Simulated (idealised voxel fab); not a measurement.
Process module under the name voxel ribs on slabs
The width of the displayed cross-section, cut, is 265 nm; its cells are square, with a size of 5 nm.
Throughout this document, each cross-section is represented as a grid of square cells and is presented as a sequence of bands enumerated from the top downward, where a band comprises one or more rows of cells. Band: top and bottom heights (nm) first, top before bottom; then materials from left to right, widths in nm. "full width" marks a sole material filling the band edge to edge. "air" denotes empty space. Heights from 0 (as-received wafer is one material below). Bottom band endless downward, as "0..down". Width "30->40": first value at the band's top row of cells, second value at its bottom row, equal change from row to row. Any step labelled "remained the same" changed none of the cells in the cross-section. In the "Encapsulated voids" entry, you get each enclosed empty space of 8 cells or more, one with no open way to the top, written width x height at distance, distance from the left edge, in nm. Whatever follows a step's settings on its line is a remark the simulator itself makes about that step. What "overlay nm" on a step's line means: if the step has a mask, that mask lay this far to the right of its planned place, or, when the value is negative, to the left.
**The steps planned for the process are as follows**
1) RECEIVE (material Si)
2) DIRECTIONAL_DEP (material SiO2; thk nm 20)
3) DIRECTIONAL_DEP (material polySi; thk nm 20)
4) DIRECTIONAL_DEP (material aC; thk nm 15)
5) PATTERN (tone cover; mask id RIB; material resist; width nm 20; thk nm 30; overlay nm 0)
6) DIRECTIONAL_ETCH (etch materials aC; depth nm 15)
7) STRIP (etch materials resist)
8) DIRECTIONAL_ETCH (etch materials polySi; depth nm 10)
9) STRIP (etch materials aC)
10) MASKED_ETCH (tone cover; mask id SLAB; width nm 50; etch materials polySi; depth nm 10; overlay nm 0)
11) FILL_DEP (material SiO2; thk nm 15)
12) CMP (height nm 50)
13) DIRECTIONAL_DEP (material W; thk nm 10)
14) MASKED_ETCH (tone cover; mask id HEATER; width nm 30; etch materials W; depth nm 10; overlay nm 0)
15) CONFORMAL_DEP (material SiN; thk nm 5)
**This is the cross-section of the wafer as we received it, i.e. after step 1**
- 0..down: Si full width
- Encapsulated voids: none
**End state of the module in cross-section, given the above starting point and plan and one mistake in execution**
- 65..60: air 110 nm, then SiN 40 nm, then air 115 nm
- 60..55: air 110 nm, then SiN 5 nm, then W 30 nm, then SiN 5 nm, then air 115 nm
- 55..50: SiN 115 nm, then W 30 nm, then SiN 120 nm
- 50..20: SiO2 full width
- 20..0: polySi full width
- 0..down: Si full width
- Encapsulated voids: none
Deviation from plan: the intended sequence of steps 2 and 3 was reversed during processing, with each occupying the position of the other
